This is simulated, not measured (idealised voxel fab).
The process module presented herein is designated voxel self aligned vias.
Section cut is 225 nm wide and gridded with 5 nm square cells.
Format of a cross-section: grid, square cells. Given as bands. Order: top down. Band: one or more rows of cells. Each band's line starts with the height of the band's top and of its bottom, in nm. Then come its materials from left to right, each with its width in nm. One material with "everywhere" fills the band from edge to edge. "air" is empty space. Zero point of the height axis is 0; under it, received wafer = one material. Lowest band: continues down indefinitely, "z 0 and below". Read "30->40" as a graded width: first number on top, second number at the bottom, same change between each pair of neighbouring rows. A step reported as "no alterations made" is a step in which no cell of the cross-section changed. "Closed void catalog" - sealed voids, min. 8 cells, no opening to top; format: width x height at distance (distance from left edge; nm throughout). Read whatever lies past the settings on a step's line as the simulator's own remark about the step. overlay nm: mask right of planned place by this much (step with mask). Neg. = left.
-- Process steps - plan
1 RECEIVE: material Si
2 CONFORMAL_DEP: material SiO2, thk nm 10
3 CONFORMAL_DEP: material SiCN, thk nm 5
4 DIRECTIONAL_DEP: material lowk, thk nm 20
5 MASKED_ETCH: tone open, mask id LINES, width nm 30, pitch nm 70, etch materials lowk, depth nm 20, overlay nm 0
6 CONFORMAL_DEP: material TiN, thk nm 5
7 FILL_DEP: material W, thk nm 5
8 CMP: height nm 35
9 SELECTIVE_ETCH: etch materials W Ru TiN, depth nm 5
10 FILL_DEP: material SiN, thk nm 10
11 CMP: height nm 35
12 DIRECTIONAL_DEP: material lowk, thk nm 15
13 DIRECTIONAL_DEP: material aC, thk nm 15
14 PATTERN: tone open, mask id VIAS, material resist, width nm 40, pitch nm 70, thk nm 35, overlay nm 0
15 DIRECTIONAL_ETCH: etch materials aC, depth nm 5
16 STRIP: etch materials resist
17 DIRECTIONAL_ETCH: etch materials lowk, depth nm 15
18 DIRECTIONAL_ETCH: etch materials SiN, depth nm 5
19 STRIP: etch materials aC
20 CONFORMAL_DEP: material TiN, thk nm 5
21 FILL_DEP: material Ru, thk nm 10
22 CMP: height nm 50
23 CONFORMAL_DEP: material SiN, thk nm 5
Wafers differ in depth nm at step 15; plan lists the first wafer's value; identical starting state.
-- Received condition of the first of several wafers, sectioned: post-step 1
	z 0 and below | Si everywhere
	Closed void catalog: none
-- The figure below presents a cross-section of the first of several wafers at the conclusion of the module, following its last step, step 23
	z 55 to 50 | SiN everywhere
	z 50 to 35 | lowk everywhere
	z 35 to 30 | lowk 25, then SiN 30, then lowk 40, then SiN 30, then lowk 40, then SiN 30, then lowk 30
	z 30 to 20 | lowk 25, then TiN 5, then W 20, then TiN 5, then lowk 40, then TiN 5, then W 20, then TiN 5, then lowk 40, then TiN 5, then W 20, then TiN 5, then lowk 30
	z 20 to 15 | lowk 25, then TiN 30, then lowk 40, then TiN 30, then lowk 40, then TiN 30, then lowk 30
	z 15 to 10 | SiCN everywhere
	z 10 to 0 | SiO2 everywhere
	z 0 and below | Si everywhere
	Closed void catalog: none
-- Final wafer of several, shown in cross-section at the end of the module
	z 55 to 50 | SiN everywhere
	z 50 to 40 | lowk 20, then TiN 5, then Ru 30, then TiN 5, then lowk 30, then TiN 5, then Ru 30, then TiN 5, then lowk 30, then TiN 5, then Ru 30, then TiN 5, then lowk 25
	z 40 to 35 | lowk 20, then TiN 10, then Ru 20, then TiN 10, then lowk 30, then TiN 10, then Ru 20, then TiN 10, then lowk 30, then TiN 10, then Ru 20, then TiN 10, then lowk 25
	z 35 to 30 | lowk 25, then TiN 30, then lowk 40, then TiN 30, then lowk 40, then TiN 30, then lowk 30
	z 30 to 20 | lowk 25, then TiN 5, then W 20, then TiN 5, then lowk 40, then TiN 5, then W 20, then TiN 5, then lowk 40, then TiN 5, then W 20, then TiN 5, then lowk 30
	z 20 to 15 | lowk 25, then TiN 30, then lowk 40, then TiN 30, then lowk 40, then TiN 30, then lowk 30
	z 15 to 10 | SiCN everywhere
	z 10 to 0 | SiO2 everywhere
	z 0 and below | Si everywhere
	Closed void catalog: none
-- Tabulated below, wafer by wafer, are the end-of-module results: for each material, the number of cells gained (+) or lost (-) relative to the as-received state, followed by the closed voids
depth nm 5; +45 SiCN; +63 SiN; +90 SiO2; +30 TiN; +24 W; +243 lowk; Closed void catalog: none
depth nm 10; +45 SiCN; +63 SiN; +90 SiO2; +30 TiN; +24 W; +243 lowk; Closed void catalog: none
depth nm 15; +48 Ru; +45 SiCN; +45 SiN; +90 SiO2; +72 TiN; +24 W; +171 lowk; Closed void catalog: none
depth nm 20; +48 Ru; +45 SiCN; +45 SiN; +90 SiO2; +72 TiN; +24 W; +171 lowk; Closed void catalog: none
depth nm 25; +48 Ru; +45 SiCN; +45 SiN; +90 SiO2; +72 TiN; +24 W; +171 lowk; Closed void catalog: none
depth nm 30; +48 Ru; +45 SiCN; +45 SiN; +90 SiO2; +72 TiN; +24 W; +171 lowk; Closed void catalog: none
